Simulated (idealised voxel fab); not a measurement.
Proc. module: voxel gate over fins
Cross-section cut spans 295 nm and uses square cells 5 nm in size.
In what follows, cross-sections appear as grids of square cells, described through bands that run from the top down, where every band is one or more rows of cells.
Band: top height; bottom height; in nm. Then, left to right: material with width in nm, for each material. "edge to edge": a single material spanning edge to edge. "air": empty space.
A quick word on heights: they are counted from 0, and under that level the wafer as it came to us is one material throughout. The lowest band is different from the rest in having no bottom; it simply continues downward, written as in "0 and below".
It should be noted that a width expressed as "30->40" varies in equal increments from row to row of cells within the band, taking the value of the first number at the top row and that of the second number at the bottom row.
You'll sometimes find "no alterations made" written for a step, and that's the way of saying that nowhere in the cross-section did a cell change during that step.
The label "Sealed-off cavities" introduces a list of the empty spaces, 8 cells or larger, that have no open way up to the top; each entry in it reads width x height at distance, where the distance is taken from the left edge and all three are stated in nm.
after a step's settings: what the simulator itself notes on the step
Regarding "overlay nm": on a step with a mask, it is the distance the mask lay to the right of its planned place; a negative value places it to the left.
Here's what the planned process steps look like
1,RECEIVE, material Si
2,CONFORMAL_DEP, material SiN, thk nm 5
3,PATTERN, tone cover, mask id FINS, material resist, width nm 15, pitch nm 35, thk nm 15, overlay nm 0
4,DIRECTIONAL_ETCH, etch materials SiN, depth nm 5
5,DIRECTIONAL_ETCH, etch materials Si, depth nm 40
6,STRIP, etch materials resist
7,FILL_DEP, material SiO2, thk nm 5
8,CMP, height nm 5
9,SELECTIVE_ETCH, etch materials SiO2, depth nm 20
10,STRIP, etch materials SiN
11,CONFORMAL_DEP, material HfO2, thk nm 5
12,CONFORMAL_DEP, material TiN, thk nm 5
13,CONFORMAL_DEP, material TiAl, thk nm 5
14,CONFORMAL_DEP, material TiN, thk nm 5
15,FILL_DEP, material W, thk nm 15
16,CMP, height nm 30
17,CONFORMAL_DEP, material SiCN, thk nm 10
As-received state of the wafer in cross-section, equivalent to post-step 1
  0 and below: Si edge to edge
  Sealed-off cavities: none
First of two wafers, end-of-module section, run followed plan
  40 down to 30: SiCN edge to edge
  30 down to 20: W edge to edge
  20 down to 15: W: 65, then TiN: 160, then W: 70
  15 down to 10: W: 65, then TiN: 5, then TiAl: 150, then TiN: 5, then W: 70
  10 down to 5: W: 65, then TiN: 5, then TiAl: 5, then TiN: 140, then TiAl: 5, then TiN: 5, then W: 70
  5 down to 0: TiN: 70, then TiAl: 5, then TiN: 5, then HfO2: 25, then TiN: 10, then HfO2: 25, then TiN: 10, then HfO2: 25, then TiN: 10, then HfO2: 25, then TiN: 5, then TiAl: 5, then TiN: 75
  0 down to -5: TiAl: 75, then TiN: 5, then HfO2: 5, then Si: 15, then HfO2: 5, then TiN: 10, then HfO2: 5, then Si: 15, then HfO2: 5, then TiN: 10, then HfO2: 5, then Si: 15, then HfO2: 5, then TiN: 10, then HfO2: 5, then Si: 15, then HfO2: 5, then TiN: 5, then TiAl: 80
  -5 down to -10: TiN: 80, then HfO2: 5, then Si: 15, then HfO2: 5, then TiN: 10, then HfO2: 5, then Si: 15, then HfO2: 5, then TiN: 10, then HfO2: 5, then Si: 15, then HfO2: 5, then TiN: 10, then HfO2: 5, then Si: 15, then HfO2: 5, then TiN: 85
  -10 down to -15: HfO2: 85, then Si: 15, then HfO2: 20, then Si: 15, then HfO2: 20, then Si: 15, then HfO2: 20, then Si: 15, then HfO2: 90
  -15 down to -40: SiO2: 85, then Si: 15, then SiO2: 20, then Si: 15, then SiO2: 20, then Si: 15, then SiO2: 20, then Si: 15, then SiO2: 90
  -40 and below: Si edge to edge
  Sealed-off cavities: none
Second wafer of the two, sectioned at the end of the module. It began like the first and followed the same plan, but one mistake was made while running it
  35 down to 25: SiCN edge to edge
  25 down to 20: W edge to edge
  20 down to 15: W: 65, then TiN: 160, then W: 70
  15 down to 10: W: 65, then TiN: 5, then TiAl: 150, then TiN: 5, then W: 70
  10 down to 5: W: 65, then TiN: 5, then TiAl: 5, then TiN: 140, then TiAl: 5, then TiN: 5, then W: 70
  5 down to 0: TiN: 70, then TiAl: 5, then TiN: 5, then HfO2: 25, then TiN: 10, then HfO2: 25, then TiN: 10, then HfO2: 25, then TiN: 10, then HfO2: 25, then TiN: 5, then TiAl: 5, then TiN: 75
  0 down to -5: TiAl: 75, then TiN: 5, then HfO2: 5, then Si: 15, then HfO2: 5, then TiN: 10, then HfO2: 5, then Si: 15, then HfO2: 5, then TiN: 10, then HfO2: 5, then Si: 15, then HfO2: 5, then TiN: 10, then HfO2: 5, then Si: 15, then HfO2: 5, then TiN: 5, then TiAl: 80
  -5 down to -10: TiN: 80, then HfO2: 5, then Si: 15, then HfO2: 5, then TiN: 10, then HfO2: 5, then Si: 15, then HfO2: 5, then TiN: 10, then HfO2: 5, then Si: 15, then HfO2: 5, then TiN: 10, then HfO2: 5, then Si: 15, then HfO2: 5, then TiN: 85
  -10 down to -15: HfO2: 85, then Si: 15, then HfO2: 20, then Si: 15, then HfO2: 20, then Si: 15, then HfO2: 20, then Si: 15, then HfO2: 90
  -15 down to -40: SiO2: 85, then Si: 15, then SiO2: 20, then Si: 15, then SiO2: 20, then Si: 15, then SiO2: 20, then Si: 15, then SiO2: 90
  -40 and below: Si edge to edge
  Sealed-off cavities: none
Against the plan, the run slipped here: step 16: run off-plan, actual operation and settings CMP, height nm 25
Final wafer comparison in cells, second versus first, more or fewer per material: W: 59 fewer
